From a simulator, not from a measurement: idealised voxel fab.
The document below concerns the process module designated voxel capacitor over wiring.
Cross-section cut: width 265 nm, square cells of 5 nm.
Throughout this document, each cross-section is represented as a grid of square cells and is presented as a sequence of bands enumerated from the top downward, where a band comprises one or more rows of cells.
The band entry comprises the height of the band's top followed by the height of its bottom, expressed in nm, and subsequently the band's materials from left to right, each stated together with its width in nm. Where a single material is marked with the word "throughout", that material fills the band from edge to edge. The word "empty" represents empty space.
Note: height 0 marks the level under which the wafer is uniformly one material as received. Lowest band unbounded below, written "0 down".
A width such as "30..40" changes by the same amount from each row of cells to the next, from the band's top row to its bottom row.
Where a step carries "no change", the cross-section came out of it unchanged, cell for cell.
You'll see "Unvented internal voids" listing empty spaces that have no way open to the top, as long as they're 8 cells or more; the notation is width x height at distance, where the distance is from the left edge, and all of it is in nm.
Where a step's line continues beyond its settings, the continuation is a remark by the simulator itself on that step.
Steps that use a mask can have "overlay nm" on their line. It says how far the mask sat to the right of where it was meant to be. Negative means to the left.
Planned process steps:
step 1: RECEIVE, material Si
step 2: CONFORMAL_DEP, material SiO2, thk nm 15
step 3: CONFORMAL_DEP, material SiN, thk nm 5
step 4: DIRECTIONAL_DEP, material lowk, thk nm 25
step 5: PATTERN, tone open, mask id METAL_1, material resist, width nm 30, pitch nm 85, thk nm 15, overlay nm 0
step 6: DIRECTIONAL_ETCH, etch materials lowk, depth nm 25
step 7: DIRECTIONAL_ETCH, etch materials SiN, depth nm 5
step 8: STRIP, etch materials resist
step 9: CONFORMAL_DEP, material TiN, thk nm 5
step 10: FILL_DEP, material W, thk nm 10
step 11: CMP, height nm 45
step 12: EPI, material Ru, thk nm 5
step 13: FILL_DEP, material SiCN, thk nm 5
step 14: DIRECTIONAL_DEP, material lowk, thk nm 20
step 15: MASKED_ETCH, tone open, mask id PLUG_1, width nm 15, etch materials lowk, depth nm 20, overlay nm 0
step 16: MASKED_ETCH, tone open, mask id PLUG_1, width nm 15, etch materials SiCN, depth nm 5, overlay nm 0
step 17: CONFORMAL_DEP, material TiN, thk nm 5
step 18: FILL_DEP, material Cu, thk nm 5
step 19: CMP, height nm 75
step 20: DIRECTIONAL_DEP, material TiN, thk nm 10
step 21: DIRECTIONAL_DEP, material HfO2, thk nm 5
step 22: DIRECTIONAL_DEP, material TiN, thk nm 5
step 23: DIRECTIONAL_DEP, material aC, thk nm 15
step 24: PATTERN, tone cover, mask id UPPER_PLATE, material resist, width nm 60, thk nm 35, overlay nm 0
step 25: DIRECTIONAL_ETCH, etch materials aC, depth nm 15
step 26: STRIP, etch materials resist
step 27: DIRECTIONAL_ETCH, etch materials TiN, depth nm 5
step 28: DIRECTIONAL_ETCH, etch materials HfO2, depth nm 5
step 29: STRIP, etch materials aC
step 30: MASKED_ETCH, tone cover, mask id LOWER_PLATE, width nm 70, etch materials TiN, depth nm 10, overlay nm 0
step 31: FILL_DEP, material SiO2, thk nm 15
step 32: CMP, height nm 105
step 33: PATTERN, tone open, mask id PLUG_2, material resist, width nm 15, thk nm 15, overlay nm 0
step 34: DIRECTIONAL_ETCH, etch materials SiO2, depth nm 10
step 35: STRIP, etch materials resist
step 36: CONFORMAL_DEP, material TiN, thk nm 5
step 37: FILL_DEP, material Ru, thk nm 5
step 38: CMP, height nm 105
step 39: CONFORMAL_DEP, material SiCN, thk nm 5
Here's what the wafer looked like in cross-section when it arrived - that's after step 1:
> 0 down  Si throughout
> Unvented internal voids: none
Cross-section, first of two wafers, end of module, run as planned:
> 110 to 105  SiCN throughout
> 105 to 100  SiO2 (100), TiN (5), Ru (5), TiN (5), SiO2 (150)
> 100 to 90  SiO2 (100..90), TiN (15..60), SiO2 (150..115)
> 90 to 85  SiO2 (90), HfO2 (60), SiO2 (115)
> 85 to 75  SiO2 (85), TiN (70), SiO2 (110)
> 75 to 55  lowk (90), TiN (5), Cu (5), TiN (5), lowk (160)
> 55 to 50  SiCN (90), TiN (15), SiCN (160)
> 50 to 45  SiCN (70), Ru (40), SiCN (45), Ru (40), SiCN (70)
> 45 to 20  lowk (75), TiN (5), W (20), TiN (5), lowk (55), TiN (5), W (20), TiN (5), lowk (75)
> 20 to 15  SiN (75), TiN (30), SiN (55), TiN (30), SiN (75)
> 15 to 0  SiO2 throughout
> 0 down  Si throughout
> Unvented internal voids: none
The second wafer, shown in cross-section after the module: started the same way as the first and given the same plan, yet one mistake crept into how it was run:
> 110 to 105  SiCN throughout
> 105 to 100  SiO2 (100), TiN (5), Ru (5), TiN (5), SiO2 (150)
> 100 to 90  SiO2 (100..90), TiN (15..60), SiO2 (150..115)
> 90 to 85  SiO2 (90), HfO2 (60), SiO2 (115)
> 85 to 75  SiO2 (85), TiN (70), SiO2 (110)
> 75 to 70  Cu (65), TiN (30), Cu (5), TiN (15), Cu (35), TiN (50), Cu (65)
> 70 to 65  TiN (70), lowk (20), TiN (5), Cu (5), TiN (5), lowk (5), TiN (45), lowk (40), TiN (70)
> 65 to 55  lowk (90), TiN (5), Cu (5), TiN (5), lowk (160)
> 55 to 50  lowk (90), TiN (15), lowk (160)
> 50 to 45  lowk (70), Ru (40), lowk (45), Ru (40), lowk (70)
> 45 to 20  lowk (75), TiN (5), W (20), TiN (5), lowk (55), TiN (5), W (20), TiN (5), lowk (75)
> 20 to 15  SiN (75), TiN (30), SiN (55), TiN (30), SiN (75)
> 15 to 0  SiO2 throughout
> 0 down  Si throughout
> Unvented internal voids: none
Here's what went sideways: step 13 of the plan: omitted, not performed
Wrapping up, a cell-based count of both wafers puts the second over or under the first for these materials: 33 more of Cu; 87 fewer of SiCN; 54 more of TiN
